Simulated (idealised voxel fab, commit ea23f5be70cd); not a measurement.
The following process module bears the name voxel capacitor over wiring.
Cross-sectional view cut (width: 230 nm; square cell size: 5 nm).
Square cells in a grid make up a cross-section in this document, and the grid is given as bands, listed from the top down, each one or more rows of cells. Band: top height; bottom height; in nm. Then, left to right: material with width in nm, for each material. "throughout": a single material spanning edge to edge. "blank": empty space. Measure heights from 0. That's the level where, below it, the as-received wafer is all one material. The lowest band is bottomless and extends downward; write it as in "0 and below". The expression "30 to 40" gives the width at the extremes of the band, the first number at its top row of cells and the second at its bottom row, with the width changing by equal amounts from each row to the next in between. Where a step carries "no alterations made", the cross-section came out of it unchanged, cell for cell. In the "Sealed internal cavities" entry, you get each enclosed empty space of 8 cells or more, one with no open way to the top, written width x height at distance, distance from the left edge, in nm. Note: text after step settings on the step line = simulator remark on that step. overlay nm: step with mask; distance mask lay right of planned place; negative value = left of planned place.

# The process steps that were planned are listed below
1 RECEIVE, material Si
2 CONFORMAL_DEP, material SiO2, thk nm 15
3 DIRECTIONAL_DEP, material TiN, thk nm 5
4 DIRECTIONAL_DEP, material Ru, thk nm 15
5 PATTERN, tone cover, mask id METAL_1, material resist, width nm 25, pitch nm 80, thk nm 20, overlay nm 0
6 DIRECTIONAL_ETCH, etch materials Ru, depth nm 15
7 DIRECTIONAL_ETCH, etch materials TiN, depth nm 5
8 STRIP, etch materials resist
9 FILL_DEP, material lowk, thk nm 10
10 CMP, height nm 35
11 CONFORMAL_DEP, material SiCN, thk nm 5
12 DIRECTIONAL_DEP, material lowk, thk nm 20
13 DIRECTIONAL_DEP, material aC, thk nm 10
14 PATTERN, tone open, mask id PLUG_1, material resist, width nm 15, thk nm 30, overlay nm 0
15 DIRECTIONAL_ETCH, etch materials aC, depth nm 10
16 STRIP, etch materials resist
17 DIRECTIONAL_ETCH, etch materials lowk, depth nm 20
18 DIRECTIONAL_ETCH, etch materials SiCN, depth nm 5
19 STRIP, etch materials aC
20 CONFORMAL_DEP, material TiN, thk nm 5
21 FILL_DEP, material Ru, thk nm 5
22 CMP, height nm 60
23 DIRECTIONAL_DEP, material TiN, thk nm 10
24 DIRECTIONAL_DEP, material Al2O3, thk nm 5
25 DIRECTIONAL_DEP, material TiN, thk nm 5
26 MASKED_ETCH, tone cover, mask id UPPER_PLATE, width nm 60, etch materials TiN, depth nm 5, overlay nm 0
27 MASKED_ETCH, tone cover, mask id UPPER_PLATE, width nm 60, etch materials Al2O3, depth nm 5, overlay nm 0
28 MASKED_ETCH, tone cover, mask id LOWER_PLATE, width nm 70, etch materials TiN, depth nm 10, overlay nm 0
29 FILL_DEP, material SiO2, thk nm 15
30 CMP, height nm 90
31 DIRECTIONAL_DEP, material aC, thk nm 10
32 PATTERN, tone open, mask id PLUG_2, material resist, width nm 15, thk nm 25, overlay nm 0
33 DIRECTIONAL_ETCH, etch materials aC, depth nm 10
34 STRIP, etch materials resist
35 DIRECTIONAL_ETCH, etch materials SiO2, depth nm 10
36 STRIP, etch materials aC
37 CONFORMAL_DEP, material TiN, thk nm 5
38 FILL_DEP, material Ru, thk nm 5
39 CMP, height nm 90
40 CONFORMAL_DEP, material SiCN, thk nm 5

# Cross-section of the wafer as it came to us, i.e., already through step 1
0 and below = Si throughout
Sealed internal cavities: none

# first wafer at the end, as planned
95 down to 90 = SiCN throughout
90 down to 85 = SiO2 80; TiN 5; Ru 5; TiN 5; SiO2 135
85 down to 75 = SiO2 80 to 70; TiN 15 to 60; SiO2 135 to 100
75 down to 70 = SiO2 70; Al2O3 60; SiO2 100
70 down to 60 = SiO2 65; TiN 70; SiO2 95
60 down to 40 = lowk 70; TiN 5; Ru 5; TiN 5; lowk 145
40 down to 35 = SiCN 70; TiN 15; SiCN 145
35 down to 20 = lowk 60; Ru 25; lowk 55; Ru 25; lowk 65
20 down to 15 = lowk 60; TiN 25; lowk 55; TiN 25; lowk 65
15 down to 0 = SiO2 throughout
0 and below = Si throughout
Sealed internal cavities: none

# Cross-sectional image of the second wafer of the two following completion of the module. Starting state and process plan were the same as for the first wafer; one execution error occurred
95 down to 90 = SiCN throughout
90 down to 85 = SiO2 80; TiN 5; Ru 5; TiN 5; SiO2 135
85 down to 75 = SiO2 80 to 70; TiN 15 to 60; SiO2 135 to 100
75 down to 70 = SiO2 70; Al2O3 60; SiO2 100
70 down to 60 = SiO2 65; TiN 70; SiO2 95
60 down to 40 = lowk 70; TiN 5; Ru 5; TiN 5; lowk 145
40 down to 35 = SiCN 70; TiN 15; SiCN 145
35 down to 30 = lowk 60; TiN 25; lowk 55; TiN 25; lowk 65
30 down to 15 = Ru throughout
15 down to 0 = SiO2 throughout
0 and below = Si throughout
Sealed internal cavities: none
In executing the process, a mistake was made relative to the plan: the run placed steps 3 and 4 each in the position the plan gave to the other
Final tally in cells, some materials are higher or lower on the second wafer than on the first: Ru +108; lowk -108
